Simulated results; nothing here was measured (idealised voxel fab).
Presented below is a process module, voxel capacitor over wiring.
Square cells of 5 nm make up the cross-section cut, whose width is 275 nm.
In what follows, cross-sections appear as grids of square cells, described through bands that run from the top down, where every band is one or more rows of cells. Heights first: top, then bottom, in nm. Then materials, left to right, each with a width in nm. "everywhere" on a single material: fills the band edge to edge. "blank": empty space. Note: height 0 marks the level under which the wafer is uniformly one material as received. Lowest band unbounded below, written "z 0 and below". Width "30->40": first value at the band's top row of cells, second value at its bottom row, equal change from row to row. For the purposes of this document, the phrase "no modification" attached to a step denotes that no cell within the cross-section was modified by that step. Reported under the label "Closed void table" are the empty spaces having no open way to the top and comprising 8 cells or more; the notation for each is width x height at distance, in which the distance is measured from the left edge and all three values are in nm. Heads up: the bit after the settings on a step's line is the simulator's remark on that step. When a step includes a mask, the "overlay nm" setting on its line states how far to the right of its planned place that mask lay, and negative values state how far to the left.

[So here's the lineup of process steps we planned]
step 1: RECEIVE [material Si]
step 2: CONFORMAL_DEP [material SiO2] [thk nm 10]
step 3: DIRECTIONAL_DEP [material TiN] [thk nm 5]
step 4: DIRECTIONAL_DEP [material Ru] [thk nm 20]
step 5: PATTERN [tone cover] [mask id METAL_1] [material resist] [width nm 20] [pitch nm 75] [thk nm 20] [overlay nm 0]
step 6: DIRECTIONAL_ETCH [etch materials Ru] [depth nm 20]
step 7: DIRECTIONAL_ETCH [etch materials TiN] [depth nm 5]
step 8: STRIP [etch materials resist]
step 9: CONFORMAL_DEP [material SiN] [thk nm 5]
step 10: FILL_DEP [material SiO2] [thk nm 5]
step 11: CMP [height nm 35]
step 12: CONFORMAL_DEP [material SiCN] [thk nm 5]
step 13: DIRECTIONAL_DEP [material SiO2] [thk nm 15]
step 14: DIRECTIONAL_DEP [material aC] [thk nm 15]
step 15: PATTERN [tone open] [mask id PLUG_1] [material resist] [width nm 15] [thk nm 30] [overlay nm 0]
step 16: DIRECTIONAL_ETCH [etch materials aC] [depth nm 15]
step 17: STRIP [etch materials resist]
step 18: DIRECTIONAL_ETCH [etch materials SiO2] [depth nm 15]
step 19: DIRECTIONAL_ETCH [etch materials SiCN] [depth nm 5]
step 20: STRIP [etch materials aC]
step 21: CONFORMAL_DEP [material TiN] [thk nm 5]
step 22: FILL_DEP [material Ru] [thk nm 5]
step 23: CMP [height nm 55]
step 24: DIRECTIONAL_DEP [material TiN] [thk nm 5]
step 25: DIRECTIONAL_DEP [material Al2O3] [thk nm 5]
step 26: DIRECTIONAL_DEP [material TiN] [thk nm 5]
step 27: MASKED_ETCH [tone cover] [mask id UPPER_PLATE] [width nm 60] [etch materials TiN] [depth nm 5] [overlay nm 0]
step 28: MASKED_ETCH [tone cover] [mask id UPPER_PLATE] [width nm 60] [etch materials Al2O3] [depth nm 5] [overlay nm 0]
step 29: PATTERN [tone cover] [mask id LOWER_PLATE] [material resist] [width nm 70] [thk nm 15] [overlay nm 0]
step 30: DIRECTIONAL_ETCH [etch materials TiN] [depth nm 5]
step 31: STRIP [etch materials resist]
step 32: FILL_DEP [material SiO2] [thk nm 15]
step 33: CMP [height nm 80]
step 34: PATTERN [tone open] [mask id PLUG_2] [material resist] [width nm 15] [thk nm 20] [overlay nm 0]
step 35: DIRECTIONAL_ETCH [etch materials SiO2] [depth nm 10]
step 36: STRIP [etch materials resist]
step 37: CONFORMAL_DEP [material TiN] [thk nm 5]
step 38: FILL_DEP [material Ru] [thk nm 5]
step 39: CMP [height nm 80]
step 40: CONFORMAL_DEP [material SiCN] [thk nm 5]

[Of two wafers, the first: run according to plan]

[Wafer as received: cross-section following step 1]
* z 0 and below  Si everywhere
* Closed void table: none

[After step 2, in cross-section]
* z 10 to 0  SiO2 everywhere
* Below a height of 0, the structure has not been altered.

[After step 3, in cross-section]
* z 15 to 10  TiN everywhere
* Below a height of 10, the structure has not been altered.

[After step 4, in cross-section]
* z 35 to 15  Ru everywhere
* Below a height of 15, the structure has not been altered.

[After step 5, in cross-section]
* z 55 to 35  blank: 90 / resist: 20 / blank: 55 / resist: 20 / blank: 90
* Below a height of 35, the structure has not been altered.

[After step 6, in cross-section]
* z 55 to 35  blank: 90 / resist: 20 / blank: 55 / resist: 20 / blank: 90
* z 35 to 15  blank: 90 / Ru: 20 / blank: 55 / Ru: 20 / blank: 90
* Below a height of 15, the structure has not been altered.

[After step 7, in cross-section]
* z 55 to 35  blank: 90 / resist: 20 / blank: 55 / resist: 20 / blank: 90
* z 35 to 15  blank: 90 / Ru: 20 / blank: 55 / Ru: 20 / blank: 90
* z 15 to 10  blank: 90 / TiN: 20 / blank: 55 / TiN: 20 / blank: 90
* Below a height of 10, the structure has not been altered.

[After step 8, in cross-section]
* z 35 to 15  blank: 90 / Ru: 20 / blank: 55 / Ru: 20 / blank: 90
* Below a height of 15, the structure has not been altered.

[After step 9, in cross-section]
* z 40 to 35  blank: 85 / SiN: 30 / blank: 45 / SiN: 30 / blank: 85
* z 35 to 15  blank: 85 / SiN: 5 / Ru: 20 / SiN: 5 / blank: 45 / SiN: 5 / Ru: 20 / SiN: 5 / blank: 85
* z 15 to 10  SiN: 90 / TiN: 20 / SiN: 55 / TiN: 20 / SiN: 90
* Below a height of 10, the structure has not been altered.

[After step 10, in cross-section]
* z 45 to 40  SiO2 everywhere
* z 40 to 35  SiO2: 85 / SiN: 30 / SiO2: 45 / SiN: 30 / SiO2: 85
* z 35 to 15  SiO2: 85 / SiN: 5 / Ru: 20 / SiN: 5 / SiO2: 45 / SiN: 5 / Ru: 20 / SiN: 5 / SiO2: 85
* Below a height of 15, the structure has not been altered.

[After step 11, in cross-section]
* z 35 to 15  SiO2: 85 / SiN: 5 / Ru: 20 / SiN: 5 / SiO2: 45 / SiN: 5 / Ru: 20 / SiN: 5 / SiO2: 85
* Below a height of 15, the structure has not been altered.

[After step 12, in cross-section]
* z 40 to 35  SiCN everywhere
* Below a height of 35, the structure has not been altered.

[After step 13, in cross-section]
* z 55 to 40  SiO2 everywhere
* Below a height of 40, the structure has not been altered.

[After step 14, in cross-section]
* z 70 to 55  aC everywhere
* Below a height of 55, the structure has not been altered.

[After step 15, in cross-section]
* z 100 to 70  resist: 95 / blank: 15 / resist: 165
* Below a height of 70, the structure has not been altered.

[After step 16, in cross-section]
* z 85 to 70  resist: 95 / blank: 15 / resist: 165
* z 70 to 55  aC: 95 / blank: 15 / aC: 165
* Below a height of 55, the structure has not been altered.

[After step 17, in cross-section]
* z 70 to 55  aC: 95 / blank: 15 / aC: 165
* Below a height of 55, the structure has not been altered.

[After step 18, in cross-section]
* z 70 to 55  aC: 95 / blank: 15 / aC: 165
* z 55 to 40  SiO2: 95 / blank: 15 / SiO2: 165
* Below a height of 40, the structure has not been altered.

[After step 19, in cross-section]
* z 70 to 55  aC: 95 / blank: 15 / aC: 165
* z 55 to 40  SiO2: 95 / blank: 15 / SiO2: 165
* z 40 to 35  SiCN: 95 / blank: 15 / SiCN: 165
* Below a height of 35, the structure has not been altered.

[After step 20, in cross-section]
* z 55 to 40  SiO2: 95 / blank: 15 / SiO2: 165
* Below a height of 40, the structure has not been altered.

[After step 21, in cross-section]
* z 60 to 55  TiN: 100 / blank: 5 / TiN: 170
* z 55 to 40  SiO2: 95 / TiN: 5 / blank: 5 / TiN: 5 / SiO2: 165
* z 40 to 35  SiCN: 95 / TiN: 15 / SiCN: 165
* Below a height of 35, the structure has not been altered.

[After step 22, in cross-section]
* z 65 to 60  Ru everywhere
* z 60 to 55  TiN: 100 / Ru: 5 / TiN: 170
* z 55 to 40  SiO2: 95 / TiN: 5 / Ru: 5 / TiN: 5 / SiO2: 165
* Below a height of 40, the structure has not been altered.

[After step 23, in cross-section]
* z 55 to 40  SiO2: 95 / TiN: 5 / Ru: 5 / TiN: 5 / SiO2: 165
* Below a height of 40, the structure has not been altered.

[After step 24, in cross-section]
* z 60 to 55  TiN everywhere
* Below a height of 55, the structure has not been altered.

[After step 25, in cross-section]
* z 65 to 60  Al2O3 everywhere
* Below a height of 60, the structure has not been altered.

[After step 26, in cross-section]
* z 70 to 65  TiN everywhere
* Below a height of 65, the structure has not been altered.

[After step 27, in cross-section]
* z 70 to 65  blank: 95 / TiN: 60 / blank: 120
* Below a height of 65, the structure has not been altered.

[After step 28, in cross-section]
* z 70 to 65  blank: 95 / TiN: 60 / blank: 120
* z 65 to 60  blank: 95 / Al2O3: 60 / blank: 120
* Below a height of 60, the structure has not been altered.

[After step 29, in cross-section]
* z 85 to 70  blank: 90 / resist: 70 / blank: 115
* z 70 to 65  blank: 90 / resist: 5 / TiN: 60 / resist: 5 / blank: 115
* z 65 to 60  blank: 90 / resist: 5 / Al2O3: 60 / resist: 5 / blank: 115
* Below a height of 60, the structure has not been altered.

[After step 30, in cross-section]
* z 85 to 70  blank: 90 / resist: 70 / blank: 115
* z 70 to 65  blank: 90 / resist: 5 / TiN: 60 / resist: 5 / blank: 115
* z 65 to 60  blank: 90 / resist: 5 / Al2O3: 60 / resist: 5 / blank: 115
* z 60 to 55  blank: 90 / TiN: 70 / blank: 115
* Below a height of 55, the structure has not been altered.

[After step 31, in cross-section]
* z 70 to 65  blank: 95 / TiN: 60 / blank: 120
* z 65 to 60  blank: 95 / Al2O3: 60 / blank: 120
* Below a height of 60, the structure has not been altered.

[After step 32, in cross-section]
* z 85 to 70  SiO2 everywhere
* z 70 to 65  SiO2: 95 / TiN: 60 / SiO2: 120
* z 65 to 60  SiO2: 95 / Al2O3: 60 / SiO2: 120
* z 60 to 55  SiO2: 90 / TiN: 70 / SiO2: 115
* Below a height of 55, the structure has not been altered.

[After step 33, in cross-section]
* z 80 to 70  SiO2 everywhere
* Below a height of 70, the structure has not been altered.

[After step 34, in cross-section]
* z 100 to 80  resist: 105 / blank: 15 / resist: 155
* Below a height of 80, the structure has not been altered.

[After step 35, in cross-section]
* z 100 to 80  resist: 105 / blank: 15 / resist: 155
* z 80 to 70  SiO2: 105 / blank: 15 / SiO2: 155
* Below a height of 70, the structure has not been altered.

[After step 36, in cross-section]
* z 80 to 70  SiO2: 105 / blank: 15 / SiO2: 155
* Below a height of 70, the structure has not been altered.

[After step 37, in cross-section]
* z 85 to 80  TiN: 110 / blank: 5 / TiN: 160
* z 80 to 75  SiO2: 105 / TiN: 5 / blank: 5 / TiN: 5 / SiO2: 155
* z 75 to 65  SiO2: 105->95 / TiN: 15->60 / SiO2: 155->120
* Below a height of 65, the structure has not been altered.

[After step 38, in cross-section]
* z 90 to 85  Ru everywhere
* z 85 to 80  TiN: 110 / Ru: 5 / TiN: 160
* z 80 to 75  SiO2: 105 / TiN: 5 / Ru: 5 / TiN: 5 / SiO2: 155
* Below a height of 75, the structure has not been altered.

[After step 39, in cross-section]
* z 80 to 75  SiO2: 105 / TiN: 5 / Ru: 5 / TiN: 5 / SiO2: 155
* Below a height of 75, the structure has not been altered.

[After step 40, in cross-section]
* z 85 to 80  SiCN everywhere
* Below a height of 80, the structure has not been altered.

[Regarding the second of the two wafers: it shared the first wafer's starting condition and process plan, yet one error occurred during its execution. Its history coincides with that of the first wafer up to and including step 1]

[Cross-section of the second wafer when, according to plan, step 2 should have finished]
* z 5 to 0  TiN everywhere
* Below a height of 0, the structure has not been altered.

[Cross-section of the second wafer when, according to plan, step 3 should have finished]
* z 15 to 5  SiO2 everywhere
* Below a height of 5, the structure has not been altered.

[Cross-section of the second wafer when, according to plan, step 4 should have finished]
* z 35 to 15  Ru everywhere
* Below a height of 15, the structure has not been altered.

[Cross-section of the second wafer when, according to plan, step 5 should have finished]
* z 55 to 35  blank: 90 / resist: 20 / blank: 55 / resist: 20 / blank: 90
* Below a height of 35, the structure has not been altered.

[Cross-section of the second wafer when, according to plan, step 6 should have finished]
* z 55 to 35  blank: 90 / resist: 20 / blank: 55 / resist: 20 / blank: 90
* z 35 to 15  blank: 90 / Ru: 20 / blank: 55 / Ru: 20 / blank: 90
* Below a height of 15, the structure has not been altered.

Cross-section of the second wafer when, according to plan, step 7 should have finished: no modification

[Cross-section of the second wafer when, according to plan, step 8 should have finished]
* z 35 to 15  blank: 90 / Ru: 20 / blank: 55 / Ru: 20 / blank: 90
* Below a height of 15, the structure has not been altered.

[Cross-section of the second wafer when, according to plan, step 9 should have finished]
* z 40 to 35  blank: 85 / SiN: 30 / blank: 45 / SiN: 30 / blank: 85
* z 35 to 20  blank: 85 / SiN: 5 / Ru: 20 / SiN: 5 / blank: 45 / SiN: 5 / Ru: 20 / SiN: 5 / blank: 85
* z 20 to 15  SiN: 90 / Ru: 20 / SiN: 55 / Ru: 20 / SiN: 90
* Below a height of 15, the structure has not been altered.

[Cross-section of the second wafer when, according to plan, step 10 should have finished]
* z 45 to 40  SiO2 everywhere
* z 40 to 35  SiO2: 85 / SiN: 30 / SiO2: 45 / SiN: 30 / SiO2: 85
* z 35 to 20  SiO2: 85 / SiN: 5 / Ru: 20 / SiN: 5 / SiO2: 45 / SiN: 5 / Ru: 20 / SiN: 5 / SiO2: 85
* Below a height of 20, the structure has not been altered.

[Cross-section of the second wafer when, according to plan, step 11 should have finished]
* z 35 to 20  SiO2: 85 / SiN: 5 / Ru: 20 / SiN: 5 / SiO2: 45 / SiN: 5 / Ru: 20 / SiN: 5 / SiO2: 85
* Below a height of 20, the structure has not been altered.

[Cross-section of the second wafer when, according to plan, step 12 should have finished]
* z 40 to 35  SiCN everywhere
* Below a height of 35, the structure has not been altered.

[Cross-section of the second wafer when, according to plan, step 13 should have finished]
* z 55 to 40  SiO2 everywhere
* Below a height of 40, the structure has not been altered.

[Cross-section of the second wafer when, according to plan, step 14 should have finished]
* z 70 to 55  aC everywhere
* Below a height of 55, the structure has not been altered.

[Cross-section of the second wafer when, according to plan, step 15 should have finished]
* z 100 to 70  resist: 95 / blank: 15 / resist: 165
* Below a height of 70, the structure has not been altered.

[Cross-section of the second wafer when, according to plan, step 16 should have finished]
* z 85 to 70  resist: 95 / blank: 15 / resist: 165
* z 70 to 55  aC: 95 / blank: 15 / aC: 165
* Below a height of 55, the structure has not been altered.

[Cross-section of the second wafer when, according to plan, step 17 should have finished]
* z 70 to 55  aC: 95 / blank: 15 / aC: 165
* Below a height of 55, the structure has not been altered.

[Cross-section of the second wafer when, according to plan, step 18 should have finished]
* z 70 to 55  aC: 95 / blank: 15 / aC: 165
* z 55 to 40  SiO2: 95 / blank: 15 / SiO2: 165
* Below a height of 40, the structure has not been altered.

[Cross-section of the second wafer when, according to plan, step 19 should have finished]
* z 70 to 55  aC: 95 / blank: 15 / aC: 165
* z 55 to 40  SiO2: 95 / blank: 15 / SiO2: 165
* z 40 to 35  SiCN: 95 / blank: 15 / SiCN: 165
* Below a height of 35, the structure has not been altered.

[Cross-section of the second wafer when, according to plan, step 20 should have finished]
* z 55 to 40  SiO2: 95 / blank: 15 / SiO2: 165
* Below a height of 40, the structure has not been altered.

[Cross-section of the second wafer when, according to plan, step 21 should have finished]
* z 60 to 55  TiN: 100 / blank: 5 / TiN: 170
* z 55 to 40  SiO2: 95 / TiN: 5 / blank: 5 / TiN: 5 / SiO2: 165
* z 40 to 35  SiCN: 95 / TiN: 15 / SiCN: 165
* Below a height of 35, the structure has not been altered.

[Cross-section of the second wafer when, according to plan, step 22 should have finished]
* z 65 to 60  Ru everywhere
* z 60 to 55  TiN: 100 / Ru: 5 / TiN: 170
* z 55 to 40  SiO2: 95 / TiN: 5 / Ru: 5 / TiN: 5 / SiO2: 165
* Below a height of 40, the structure has not been altered.

[Cross-section of the second wafer when, according to plan, step 23 should have finished]
* z 55 to 40  SiO2: 95 / TiN: 5 / Ru: 5 / TiN: 5 / SiO2: 165
* Below a height of 40, the structure has not been altered.

[Cross-section of the second wafer when, according to plan, step 24 should have finished]
* z 60 to 55  TiN everywhere
* Below a height of 55, the structure has not been altered.

[Cross-section of the second wafer when, according to plan, step 25 should have finished]
* z 65 to 60  Al2O3 everywhere
* Below a height of 60, the structure has not been altered.

[Cross-section of the second wafer when, according to plan, step 26 should have finished]
* z 70 to 65  TiN everywhere
* Below a height of 65, the structure has not been altered.

[Cross-section of the second wafer when, according to plan, step 27 should have finished]
* z 70 to 65  blank: 95 / TiN: 60 / blank: 120
* Below a height of 65, the structure has not been altered.

[Cross-section of the second wafer when, according to plan, step 28 should have finished]
* z 70 to 65  blank: 95 / TiN: 60 / blank: 120
* z 65 to 60  blank: 95 / Al2O3: 60 / blank: 120
* Below a height of 60, the structure has not been altered.

[Cross-section of the second wafer when, according to plan, step 29 should have finished]
* z 85 to 70  blank: 90 / resist: 70 / blank: 115
* z 70 to 65  blank: 90 / resist: 5 / TiN: 60 / resist: 5 / blank: 115
* z 65 to 60  blank: 90 / resist: 5 / Al2O3: 60 / resist: 5 / blank: 115
* Below a height of 60, the structure has not been altered.

[Cross-section of the second wafer when, according to plan, step 30 should have finished]
* z 85 to 70  blank: 90 / resist: 70 / blank: 115
* z 70 to 65  blank: 90 / resist: 5 / TiN: 60 / resist: 5 / blank: 115
* z 65 to 60  blank: 90 / resist: 5 / Al2O3: 60 / resist: 5 / blank: 115
* z 60 to 55  blank: 90 / TiN: 70 / blank: 115
* Below a height of 55, the structure has not been altered.

[Cross-section of the second wafer when, according to plan, step 31 should have finished]
* z 70 to 65  blank: 95 / TiN: 60 / blank: 120
* z 65 to 60  blank: 95 / Al2O3: 60 / blank: 120
* Below a height of 60, the structure has not been altered.

[Cross-section of the second wafer when, according to plan, step 32 should have finished]
* z 85 to 70  SiO2 everywhere
* z 70 to 65  SiO2: 95 / TiN: 60 / SiO2: 120
* z 65 to 60  SiO2: 95 / Al2O3: 60 / SiO2: 120
* z 60 to 55  SiO2: 90 / TiN: 70 / SiO2: 115
* Below a height of 55, the structure has not been altered.

[Cross-section of the second wafer when, according to plan, step 33 should have finished]
* z 80 to 70  SiO2 everywhere
* Below a height of 70, the structure has not been altered.

[Cross-section of the second wafer when, according to plan, step 34 should have finished]
* z 100 to 80  resist: 105 / blank: 15 / resist: 155
* Below a height of 80, the structure has not been altered.

[Cross-section of the second wafer when, according to plan, step 35 should have finished]
* z 100 to 80  resist: 105 / blank: 15 / resist: 155
* z 80 to 70  SiO2: 105 / blank: 15 / SiO2: 155
* Below a height of 70, the structure has not been altered.

[Cross-section of the second wafer when, according to plan, step 36 should have finished]
* z 80 to 70  SiO2: 105 / blank: 15 / SiO2: 155
* Below a height of 70, the structure has not been altered.

[Cross-section of the second wafer when, according to plan, step 37 should have finished]
* z 85 to 80  TiN: 110 / blank: 5 / TiN: 160
* z 80 to 75  SiO2: 105 / TiN: 5 / blank: 5 / TiN: 5 / SiO2: 155
* z 75 to 65  SiO2: 105->95 / TiN: 15->60 / SiO2: 155->120
* Below a height of 65, the structure has not been altered.

[Cross-section of the second wafer when, according to plan, step 38 should have finished]
* z 90 to 85  Ru everywhere
* z 85 to 80  TiN: 110 / Ru: 5 / TiN: 160
* z 80 to 75  SiO2: 105 / TiN: 5 / Ru: 5 / TiN: 5 / SiO2: 155
* Below a height of 75, the structure has not been altered.

[Cross-section of the second wafer when, according to plan, step 39 should have finished]
* z 80 to 75  SiO2: 105 / TiN: 5 / Ru: 5 / TiN: 5 / SiO2: 155
* Below a height of 75, the structure has not been altered.

[Cross-section of the second wafer when, according to plan, step 40 should have finished]
* z 85 to 80  SiCN everywhere
* Below a height of 80, the structure has not been altered.
Want to know what went wrong? steps 2 and 3 of the plan were each performed in the slot designated for the other
The final cell counts differ between the wafers, with the second having more or fewer of some materials than the first: 4 fewer of SiN; 43 fewer of SiO2; 47 more of TiN
